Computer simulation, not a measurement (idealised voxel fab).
The process module that follows is named voxel transistor to metal.
Shown is cross-section cut, with a width of 145 nm and square cells of size 5 nm.
Notation: cross-section as square-cell grid; stated in bands, top first, going down; one or more cell rows per band. This entry defines a band. It first specifies the height of the band's top and the height of its bottom in nm, and then specifies the band's materials from left to right, stating each material with its width in nm. The word "everywhere" identifies a single material that fills the band from edge to edge, while the word "blank" identifies empty space. Ref level 0: as-received wafer is one material below here. Bottom band extends down with no lower bound ("0..down"). Think of "30 to 40" as a width that walks from the first number to the second as you go down the band, top row to bottom row, taking equal-sized steps from row to row. Basically "remained the same" means that step didn't change any cell in the cross-section. "Closed void inventory" means: voids of 8 cells or more that are shut off from the top with no open way through. Written width x height at distance, distance from the left edge, in nm. Heads up: the bit after the settings on a step's line is the simulator's remark on that step. The optional step-line setting "overlay nm" applies to steps with a mask and quantifies how far to the right of its planned location the mask lay, a negative value indicating leftward placement.
### So here's the lineup of process steps we planned
1: RECEIVE (material Si)
2: OXIDIZE (depth nm 5)
3: CONFORMAL_DEP (material SiN; thk nm 15)
4: DIRECTIONAL_DEP (material aC; thk nm 10)
5: PATTERN (tone cover; mask id ACTIVE; material resist; width nm 100; thk nm 30; overlay nm -5)
6: DIRECTIONAL_ETCH (etch materials aC; depth nm 10)
7: STRIP (etch materials resist)
8: DIRECTIONAL_ETCH (etch materials SiN; depth nm 15)
9: DIRECTIONAL_ETCH (etch materials SiO2; depth nm 5)
10: DIRECTIONAL_ETCH (etch materials Si; depth nm 25)
11: STRIP (etch materials aC)
12: FILL_DEP (material SiO2; thk nm 15)
13: CMP (height nm 15)
14: SELECTIVE_ETCH (etch materials SiO2; depth nm 10)
15: STRIP (etch materials SiN)
16: SELECTIVE_ETCH (etch materials SiO2; depth nm 5)
17: OXIDIZE (depth nm 5)
18: DIRECTIONAL_DEP (material polySi; thk nm 20)
19: DIRECTIONAL_DEP (material SiCN; thk nm 15)
20: PATTERN (tone cover; mask id GATE; material resist; width nm 20; thk nm 15; overlay nm 0)
21: DIRECTIONAL_ETCH (etch materials SiCN; depth nm 25)
22: DIRECTIONAL_ETCH (etch materials polySi; depth nm 30)
23: STRIP (etch materials resist)
24: CONFORMAL_DEP (material SiO2; thk nm 5)
25: DIRECTIONAL_ETCH (etch materials SiO2; depth nm 5)
26: CONFORMAL_DEP (material SiN; thk nm 5)
27: DIRECTIONAL_ETCH (etch materials SiN; depth nm 5)
28: DIRECTIONAL_ETCH (etch materials SiO2; depth nm 5)
29: DIRECTIONAL_ETCH (etch materials Si; depth nm 10)
30: EPI (material nSi; thk nm 10)
31: FILL_DEP (material SiO2; thk nm 5)
32: CMP (height nm 30)
33: DIRECTIONAL_DEP (material SiO2; thk nm 10)
34: PATTERN (tone open; mask id CONTACT; material resist; width nm 30; pitch nm 60; thk nm 20; overlay nm 0)
35: DIRECTIONAL_ETCH (etch materials SiO2; depth nm 50)
36: STRIP (etch materials resist)
37: CONFORMAL_DEP (material TiN; thk nm 5)
38: FILL_DEP (material W; thk nm 10)
39: CMP (height nm 40)
40: CONFORMAL_DEP (material SiCN; thk nm 5)
41: DIRECTIONAL_DEP (material lowk; thk nm 15)
42: PATTERN (tone open; mask id METAL_1; material resist; width nm 20; pitch nm 70; thk nm 15; overlay nm 0)
43: DIRECTIONAL_ETCH (etch materials lowk; depth nm 15)
44: DIRECTIONAL_ETCH (etch materials SiCN; depth nm 5)
45: STRIP (etch materials resist)
46: CONFORMAL_DEP (material TiN; thk nm 5)
47: FILL_DEP (material Cu; thk nm 10)
48: CMP (height nm 60)
49: CONFORMAL_DEP (material SiCN; thk nm 5)
50: DIRECTIONAL_DEP (material SiO2; thk nm 35)
51: DIRECTIONAL_DEP (material aC; thk nm 10)
52: PATTERN (tone open; mask id METAL_2_HOLES; material resist; width nm 15; pitch nm 70; thk nm 25; overlay nm 0)
53: DIRECTIONAL_ETCH (etch materials aC; depth nm 10)
54: STRIP (etch materials resist)
55: DIRECTIONAL_ETCH (etch materials SiO2; depth nm 35)
56: STRIP (etch materials aC)
57: PATTERN (tone open; mask id METAL_2; material resist; width nm 20; pitch nm 70; thk nm 15; overlay nm 0)
58: DIRECTIONAL_ETCH (etch materials SiO2; depth nm 20)
59: DIRECTIONAL_ETCH (etch materials SiCN; depth nm 5)
60: STRIP (etch materials resist)
61: CONFORMAL_DEP (material TiN; thk nm 5)
62: FILL_DEP (material Cu; thk nm 10)
63: CMP (height nm 100)
64: CONFORMAL_DEP (material SiN; thk nm 5)
Wafers differ in overlay nm at step 5; plan lists the first wafer's value; identical starting state.
### After step 1, as received: first of several wafers, cross-section
0..down: Si everywhere
Closed void inventory: none
### Here is the cross-section of the first of several wafers at the end of the module, after its last step, step 64
105..100: SiN everywhere
100..85: SiO2 25 / TiN 5 / Cu 10 / TiN 5 / SiO2 50 / TiN 5 / Cu 10 / TiN 5 / SiO2 30
85..80: SiO2 25 / TiN 5 / Cu 5 / TiN 10 / SiO2 50 / TiN 5 / Cu 5 / TiN 10 / SiO2 30
80..65: SiO2 25 / TiN 5 / Cu 5 / TiN 5 / SiO2 55 / TiN 5 / Cu 5 / TiN 5 / SiO2 35
65..60: SiCN 25 / TiN 15 / SiCN 55 / TiN 15 / SiCN 35
60..45: lowk 25 / TiN 5 / Cu 10 / TiN 5 / lowk 50 / TiN 5 / Cu 10 / TiN 5 / lowk 30
45..40: SiCN 25 / TiN 20 / SiCN 50 / TiN 20 / SiCN 30
40..30: SiO2 25 / TiN 5 / W 20 to 15 / TiN 5 to 10 / SiO2 30 / TiN 5 to 10 / W 20 to 15 / TiN 5 / SiO2 30
30..15: SiO2 25 / TiN 5 / W 15 / TiN 5 / SiN 5 / SiO2 5 / SiCN 20 / SiO2 5 / SiN 5 / TiN 5 / W 15 / TiN 5 / SiO2 30
15..5: SiO2 25 / TiN 5 / W 15 / TiN 5 / SiN 5 / SiO2 5 / polySi 20 / SiO2 5 / SiN 5 / TiN 5 / W 15 / TiN 5 / SiO2 30
5..0: SiO2 25 / TiN 25 / SiN 5 / SiO2 5 / polySi 20 / SiO2 5 / SiN 5 / TiN 25 / SiO2 30
0..-5: SiO2 15 / SiN 5 / nSi 10 / TiN 10 / nSi 10 / SiN 5 / SiO2 5 / polySi 20 / SiO2 5 / SiN 5 / nSi 20 / SiN 5 / SiO2 30
-5..-10: SiO2 20 / nSi 10 / TiN 10 / nSi 10 / SiO2 40 / nSi 20 / SiO2 35
-10..-20: SiO2 15 / Si 5 / nSi 30 / Si 40 / nSi 20 / Si 5 / SiO2 30
-20..-30: SiO2 15 / Si 100 / SiO2 30
-30..down: Si everywhere
Closed void inventory: none
### A cross-section through the last wafer at the close of the module
105..100: SiN everywhere
100..85: SiO2 25 / TiN 5 / Cu 10 / TiN 5 / SiO2 50 / TiN 5 / Cu 10 / TiN 5 / SiO2 30
85..80: SiO2 25 / TiN 5 / Cu 5 / TiN 10 / SiO2 50 / TiN 5 / Cu 5 / TiN 10 / SiO2 30
80..65: SiO2 25 / TiN 5 / Cu 5 / TiN 5 / SiO2 55 / TiN 5 / Cu 5 / TiN 5 / SiO2 35
65..60: SiCN 25 / TiN 15 / SiCN 55 / TiN 15 / SiCN 35
60..45: lowk 25 / TiN 5 / Cu 10 / TiN 5 / lowk 50 / TiN 5 / Cu 10 / TiN 5 / lowk 30
45..40: SiCN 25 / TiN 20 / SiCN 50 / TiN 20 / SiCN 30
40..30: SiO2 25 / TiN 5 / W 20 to 15 / TiN 5 to 10 / SiO2 30 / TiN 5 to 10 / W 20 to 15 / TiN 5 / SiO2 30
30..15: SiO2 25 / TiN 5 / W 15 / TiN 5 / SiN 5 / SiO2 5 / SiCN 20 / SiO2 5 / SiN 5 / TiN 5 / W 15 / TiN 5 / SiO2 30
15..5: SiO2 25 / TiN 5 / W 15 / TiN 5 / SiN 5 / SiO2 5 / polySi 20 / SiO2 5 / SiN 5 / TiN 5 / W 15 / TiN 5 / SiO2 30
5..0: SiO2 25 / TiN 25 / SiN 5 / SiO2 5 / polySi 20 / SiO2 5 / SiN 5 / TiN 15 / W 5 / TiN 5 / SiO2 30
0..-5: SiO2 25 / TiN 5 / SiN 5 / nSi 15 / SiN 5 / SiO2 5 / polySi 20 / SiO2 5 / SiN 5 / nSi 10 / TiN 5 / W 5 / TiN 5 / nSi 10 / SiN 5 / SiO2 15
-5..-10: SiO2 25 / TiN 5 / SiO2 5 / nSi 15 / SiO2 40 / nSi 10 / TiN 15 / nSi 10 / SiO2 20
-10..-20: SiO2 30 / Si 5 / nSi 15 / Si 40 / nSi 35 / Si 5 / SiO2 15
-20..-30: SiO2 30 / Si 100 / SiO2 15
-30..down: Si everywhere
Closed void inventory: none
### Rows = wafers. At module end, each row lists per material the cells gained (+) or lost (-) since the wafer was received, then the closed voids
overlay nm -5; +32 Cu; -114 Si; +56 SiCN; +45 SiN; +331 SiO2; +100 TiN; +44 W; +63 lowk; +36 nSi; +16 polySi; Closed void inventory: none
overlay nm 0; +32 Cu; -114 Si; +56 SiCN; +45 SiN; +331 SiO2; +100 TiN; +44 W; +63 lowk; +36 nSi; +16 polySi; Closed void inventory: none
overlay nm 5; +32 Cu; -114 Si; +56 SiCN; +45 SiN; +331 SiO2; +100 TiN; +44 W; +63 lowk; +36 nSi; +16 polySi; Closed void inventory: none
overlay nm 10; +32 Cu; -114 Si; +56 SiCN; +45 SiN; +329 SiO2; +102 TiN; +46 W; +63 lowk; +34 nSi; +16 polySi; Closed void inventory: none
